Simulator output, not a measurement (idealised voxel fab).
Process module heading - voxel gate over fins
We display cut, a cross-section 235 nm in width whose square cells are each 5 nm.
We lay out every cross-section as a grid of square cells and spell it out in bands from the top down, where one band means one or more rows of cells. Top height, bottom height, nm. Materials left to right, width each, nm. Single material + "full width" = fills band edge to edge. "blank" = empty. Zero point of the height axis is 0; under it, received wafer = one material. Lowest band: continues down indefinitely, "0 -> down". Width: "30..40" (first number = top row, second number = bottom row, same change from row to row of cells). Step marked "nothing got changed"? Then no cell in the cross-section changed in it. The entry "Closed cavity list" lists the empty spaces that cover at least 8 cells and have no open path to the top. Each is written as width x height at distance, where the distance is measured from the left edge and all three values are in nm. Note: text after step settings on the step line = simulator remark on that step. For masked steps, "overlay nm" on the step line gives how far right of plan the mask actually lay; a minus sign means it lay to the left.
### Process steps foreseen in the plan
step 1: RECEIVE: material Si
step 2: CONFORMAL_DEP: material SiN, thk nm 5
step 3: PATTERN: tone cover, mask id FINS, material resist, width nm 15, pitch nm 35, thk nm 15, overlay nm 0
step 4: DIRECTIONAL_ETCH: etch materials SiN, depth nm 5
step 5: DIRECTIONAL_ETCH: etch materials Si, depth nm 35
step 6: STRIP: etch materials resist
step 7: FILL_DEP: material SiO2, thk nm 15
step 8: CMP: height nm 5
step 9: SELECTIVE_ETCH: etch materials SiO2, depth nm 15
step 10: STRIP: etch materials SiN
step 11: CONFORMAL_DEP: material HfO2, thk nm 5
step 12: CONFORMAL_DEP: material TiN, thk nm 5
step 13: CONFORMAL_DEP: material TiAl, thk nm 5
step 14: CONFORMAL_DEP: material TiN, thk nm 5
step 15: FILL_DEP: material W, thk nm 15
step 16: CMP: height nm 30
step 17: CONFORMAL_DEP: material SiCN, thk nm 5
### As received (post step 1): cross-section
	0 -> down = Si full width
	Closed cavity list: none
### Cross-section, first of two wafers, end of module, run as planned
	35 -> 30 = SiCN full width
	30 -> 20 = W full width
	20 -> 15 = 70 nm W; 90 nm TiN; 75 nm W
	15 -> 10 = 70 nm W; 5 nm TiN; 80 nm TiAl; 5 nm TiN; 75 nm W
	10 -> 5 = 75 nm TiN; 5 nm TiAl; 70 nm TiN; 5 nm TiAl; 80 nm TiN
	5 -> 0 = 80 nm TiAl; 5 nm TiN; 25 nm HfO2; 10 nm TiN; 25 nm HfO2; 5 nm TiN; 85 nm TiAl
	0 -> -5 = 85 nm TiN; 5 nm HfO2; 15 nm Si; 5 nm HfO2; 10 nm TiN; 5 nm HfO2; 15 nm Si; 5 nm HfO2; 90 nm TiN
	-5 -> -10 = 90 nm HfO2; 15 nm Si; 20 nm HfO2; 15 nm Si; 95 nm HfO2
	-10 -> -35 = 90 nm SiO2; 15 nm Si; 20 nm SiO2; 15 nm Si; 95 nm SiO2
	-35 -> down = Si full width
	Closed cavity list: none
### This cross-section belongs to the second wafer of two at the end of the module; the start and the plan were shared with the first, and the run included one mistake
	35 -> 30 = SiCN full width
	30 -> 20 = W full width
	20 -> 15 = 70 nm W; 90 nm TiN; 75 nm W
	15 -> 10 = 70 nm W; 5 nm TiN; 80 nm SiN; 5 nm TiN; 75 nm W
	10 -> 5 = 75 nm TiN; 5 nm SiN; 70 nm TiN; 5 nm SiN; 80 nm TiN
	5 -> 0 = 80 nm SiN; 5 nm TiN; 25 nm HfO2; 10 nm TiN; 25 nm HfO2; 5 nm TiN; 85 nm SiN
	0 -> -5 = 85 nm TiN; 5 nm HfO2; 15 nm Si; 5 nm HfO2; 10 nm TiN; 5 nm HfO2; 15 nm Si; 5 nm HfO2; 90 nm TiN
	-5 -> -10 = 90 nm HfO2; 15 nm Si; 20 nm HfO2; 15 nm Si; 95 nm HfO2
	-10 -> -35 = 90 nm SiO2; 15 nm Si; 20 nm SiO2; 15 nm Si; 95 nm SiO2
	-35 -> down = Si full width
	Closed cavity list: none
Which mistake was made when the wafer was run? step 13 was not run as planned; what actually ran was CONFORMAL_DEP: material SiN, thk nm 5
The final cell counts differ between the wafers, with the second having more or fewer of some materials than the first: 51 more of SiN; 51 fewer of TiAl
